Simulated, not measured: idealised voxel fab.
Process module, titled voxel self aligned vias
We display cut, a cross-section 190 nm in width whose square cells are each 5 nm.
When this document writes out a cross-section, it uses a grid of square cells and lists it as bands, beginning at the top and moving down, with a band standing for one or more rows of cells.
Read a band's entry like this: the first values are the height of its top and the height of its bottom in nm, and what follows is the sequence of materials from left to right, each with its width in nm. Note that "air" is empty space, and that a single material marked "edge to edge" reaches across the band from edge to edge.
Zero point of the height axis is 0; under it, received wafer = one material. Lowest band: continues down indefinitely, "top 0, no bottom".
The expression "30..40" gives the width at the extremes of the band, the first number at its top row of cells and the second at its bottom row, with the width changing by equal amounts from each row to the next in between.
Basically "remained unchanged" means that step didn't change any cell in the cross-section.
In "Sealed internal cavities" the enclosed voids are listed, meaning empty spaces of 8 cells or larger without any opening to the top. The form is width x height at distance, distance from the left edge, units nm.
Text after the settings on a step's line: the simulator's own remark on that step.
overlay nm, on a step with a mask: how far to the right of its planned place the mask lay; to the left if negative
-- Here's what the planned process steps look like
1,RECEIVE (material Si)
2,CONFORMAL_DEP (material SiO2; thk nm 15)
3,CONFORMAL_DEP (material SiCN; thk nm 5)
4,DIRECTIONAL_DEP (material lowk; thk nm 25)
5,PATTERN (tone open; mask id LINES; material resist; width nm 30; pitch nm 60; thk nm 20; overlay nm 0)
6,DIRECTIONAL_ETCH (etch materials lowk; depth nm 25)
7,STRIP (etch materials resist)
8,CONFORMAL_DEP (material TiN; thk nm 5)
9,FILL_DEP (material Ru; thk nm 10)
10,CMP (height nm 45)
11,SELECTIVE_ETCH (etch materials W Ru TiN; depth nm 10)
12,FILL_DEP (material SiN; thk nm 5)
13,CMP (height nm 45)
14,DIRECTIONAL_DEP (material lowk; thk nm 20)
15,PATTERN (tone open; mask id VIAS; material resist; width nm 40; pitch nm 60; thk nm 20; overlay nm 0)
16,DIRECTIONAL_ETCH (etch materials lowk; depth nm 20)
17,DIRECTIONAL_ETCH (etch materials SiN; depth nm 10)
18,STRIP (etch materials resist)
19,CONFORMAL_DEP (material TiN; thk nm 5)
20,FILL_DEP (material Cu; thk nm 10)
21,CMP (height nm 65)
22,CONFORMAL_DEP (material SiN; thk nm 5)
-- As received (post step 1): cross-section
- top 0, no bottom  Si edge to edge
- Sealed internal cavities: none
-- Run as planned - first of the two wafers cross-sectioned at the end of the module
- top 70, bottom 65  SiN edge to edge
- top 65, bottom 50  15 nm lowk | 5 nm TiN | 30 nm Cu | 5 nm TiN | 20 nm lowk | 5 nm TiN | 30 nm Cu | 5 nm TiN | 20 nm lowk | 5 nm TiN | 30 nm Cu | 5 nm TiN | 15 nm lowk
- top 50, bottom 40  15..20 nm lowk | 10..5 nm TiN | 20 nm Cu | 10..5 nm TiN | 20..30 nm lowk | 10..5 nm TiN | 20 nm Cu | 10..5 nm TiN | 20..30 nm lowk | 10..5 nm TiN | 20 nm Cu | 10..5 nm TiN | 15..20 nm lowk
- top 40, bottom 35  20 nm lowk | 30 nm TiN | 30 nm lowk | 30 nm TiN | 30 nm lowk | 30 nm TiN | 20 nm lowk
- top 35, bottom 25  20 nm lowk | 5 nm TiN | 20 nm Ru | 5 nm TiN | 30 nm lowk | 5 nm TiN | 20 nm Ru | 5 nm TiN | 30 nm lowk | 5 nm TiN | 20 nm Ru | 5 nm TiN | 20 nm lowk
- top 25, bottom 20  20 nm lowk | 30 nm TiN | 30 nm lowk | 30 nm TiN | 30 nm lowk | 30 nm TiN | 20 nm lowk
- top 20, bottom 15  SiCN edge to edge
- top 15, bottom 0  SiO2 edge to edge
- top 0, no bottom  Si edge to edge
- Sealed internal cavities: none
-- Second wafer cross-section at end of module - shared start and plan with the first, one mistake in the run
- top 65, bottom 60  SiN edge to edge
- top 60, bottom 50  15 nm lowk | 5 nm TiN | 30 nm Cu | 5 nm TiN | 20 nm lowk | 5 nm TiN | 30 nm Cu | 5 nm TiN | 20 nm lowk | 5 nm TiN | 30 nm Cu | 5 nm TiN | 15 nm lowk
- top 50, bottom 40  15..20 nm lowk | 10..5 nm TiN | 20 nm Cu | 10..5 nm TiN | 20..30 nm lowk | 10..5 nm TiN | 20 nm Cu | 10..5 nm TiN | 20..30 nm lowk | 10..5 nm TiN | 20 nm Cu | 10..5 nm TiN | 15..20 nm lowk
- top 40, bottom 35  20 nm lowk | 30 nm TiN | 30 nm lowk | 30 nm TiN | 30 nm lowk | 30 nm TiN | 20 nm lowk
- top 35, bottom 25  20 nm lowk | 5 nm TiN | 20 nm Ru | 5 nm TiN | 30 nm lowk | 5 nm TiN | 20 nm Ru | 5 nm TiN | 30 nm lowk | 5 nm TiN | 20 nm Ru | 5 nm TiN | 20 nm lowk
- top 25, bottom 20  20 nm lowk | 30 nm TiN | 30 nm lowk | 30 nm TiN | 30 nm lowk | 30 nm TiN | 20 nm lowk
- top 20, bottom 15  SiCN edge to edge
- top 15, bottom 0  SiO2 edge to edge
- top 0, no bottom  Si edge to edge
- Sealed internal cavities: none
What broke from the plan during processing? the process deviated at step 21: the operation and settings actually run there were CMP (height nm 60)
Per the end-of-run cell counts, the second wafer holds more or fewer of some materials than the first: -18 Cu | -6 TiN | -14 lowk
